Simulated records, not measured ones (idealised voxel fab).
Title: Process Module voxel capacitor over wiring
This is section cut - it's 195 nm across, gridded in 5 nm square cells.
When this document writes out a cross-section, it uses a grid of square cells and lists it as bands, beginning at the top and moving down, with a band standing for one or more rows of cells.
In this notation a band is specified by the heights of its top and bottom, in that order and in nm, after which its materials appear from left to right, each paired with its width in nm. The word "throughout" attached to a single material means that material fills the band from edge to edge; the word "empty" stands for empty space.
The reference from which all heights are counted is 0, the level beneath which the as-received wafer is entirely one material; the lowest band, having no lower bound, proceeds downward and is written after the example "z 0 and below".
A width given as "30->40" starts at the first number in the band's top row and ends at the second number in its bottom row, shifting by an equal amount at every step from row to row.
It should be understood that the words "all unchanged", when stated for a given step, signify that the cross-section underwent no change in any of its cells during that step.
Any empty space of 8 cells or more lacking an open way to the top shows up in "Enclosed cavities" as width x height at distance, distance from the left edge, in nm.
That trailing text on a step's line, after the settings, is the simulator's own remark on the step.
What "overlay nm" on a step's line means: if the step has a mask, that mask lay this far to the right of its planned place, or, when the value is negative, to the left.
### The process steps that were planned are listed below
- 1: RECEIVE with material Si
- 2: CONFORMAL_DEP with material SiO2, thk nm 10
- 3: DIRECTIONAL_DEP with material TiN, thk nm 5
- 4: DIRECTIONAL_DEP with material W, thk nm 25
- 5: DIRECTIONAL_DEP with material aC, thk nm 15
- 6: PATTERN with tone cover, mask id METAL_1, material resist, width nm 30, pitch nm 85, thk nm 30, overlay nm 0
- 7: DIRECTIONAL_ETCH with etch materials aC, depth nm 15
- 8: STRIP with etch materials resist
- 9: DIRECTIONAL_ETCH with etch materials W, depth nm 25
- 10: DIRECTIONAL_ETCH with etch materials TiN, depth nm 5
- 11: STRIP with etch materials aC
- 12: FILL_DEP with material lowk, thk nm 10
- 13: CMP with height nm 40
- 14: CONFORMAL_DEP with material SiCN, thk nm 5
- 15: DIRECTIONAL_DEP with material lowk, thk nm 15
- 16: MASKED_ETCH with tone open, mask id PLUG_1, width nm 15, etch materials lowk, depth nm 15, overlay nm 0
- 17: MASKED_ETCH with tone open, mask id PLUG_1, width nm 15, etch materials SiCN, depth nm 5, overlay nm 0
- 18: EPI with material Ru, thk nm 10
- 19: EPI with material Ru, thk nm 10
- 20: DIRECTIONAL_DEP with material TiN, thk nm 10
- 21: DIRECTIONAL_DEP with material Al2O3, thk nm 5
- 22: DIRECTIONAL_DEP with material TiN, thk nm 5
- 23: MASKED_ETCH with tone cover, mask id UPPER_PLATE, width nm 60, etch materials TiN, depth nm 10, overlay nm 0
- 24: MASKED_ETCH with tone cover, mask id UPPER_PLATE, width nm 60, etch materials Al2O3, depth nm 5, overlay nm 0
- 25: DIRECTIONAL_DEP with material aC, thk nm 15
- 26: PATTERN with tone cover, mask id LOWER_PLATE, material resist, width nm 70, thk nm 30, overlay nm 0
- 27: DIRECTIONAL_ETCH with etch materials aC, depth nm 15
- 28: STRIP with etch materials resist
- 29: DIRECTIONAL_ETCH with etch materials TiN, depth nm 10
- 30: STRIP with etch materials aC
- 31: FILL_DEP with material SiO2, thk nm 20
- 32: CMP with height nm 100
- 33: PATTERN with tone open, mask id PLUG_2, material resist, width nm 15, thk nm 15, overlay nm 0
- 34: DIRECTIONAL_ETCH with etch materials SiO2, depth nm 15
- 35: STRIP with etch materials resist
- 36: CONFORMAL_DEP with material TiN, thk nm 5
- 37: FILL_DEP with material W, thk nm 5
- 38: CMP with height nm 100
- 39: CONFORMAL_DEP with material SiCN, thk nm 5
The thk nm used in step 22 is not the same on every wafer, whereas the starting condition is; the value printed in the plan is the first wafer's.
### Cross-section of the first incoming wafer of several, state after step 1
	z 0 and below: Si throughout
	Enclosed cavities: none
### each wafer at the end: cells of each material gained (+) or lost (-) since it was received, then its closed voids
thk nm 5; +12 Al2O3; +12 Ru; +75 SiCN; +329 SiO2; +59 TiN; +62 W; +270 lowk; Enclosed cavities: none
thk nm 10; +12 Al2O3; +12 Ru; +75 SiCN; +317 SiO2; +71 TiN; +62 W; +270 lowk; Enclosed cavities: none
thk nm 15; +39 Al2O3; +12 Ru; +75 SiCN; +229 SiO2; +133 TiN; +61 W; +270 lowk; Enclosed cavities: none
thk nm 20; +39 Al2O3; +12 Ru; +75 SiCN; +218 SiO2; +145 TiN; +60 W; +270 lowk; Enclosed cavities: none
thk nm 25; +39 Al2O3; +12 Ru; +75 SiCN; +182 SiO2; +181 TiN; +60 W; +270 lowk; Enclosed cavities: none
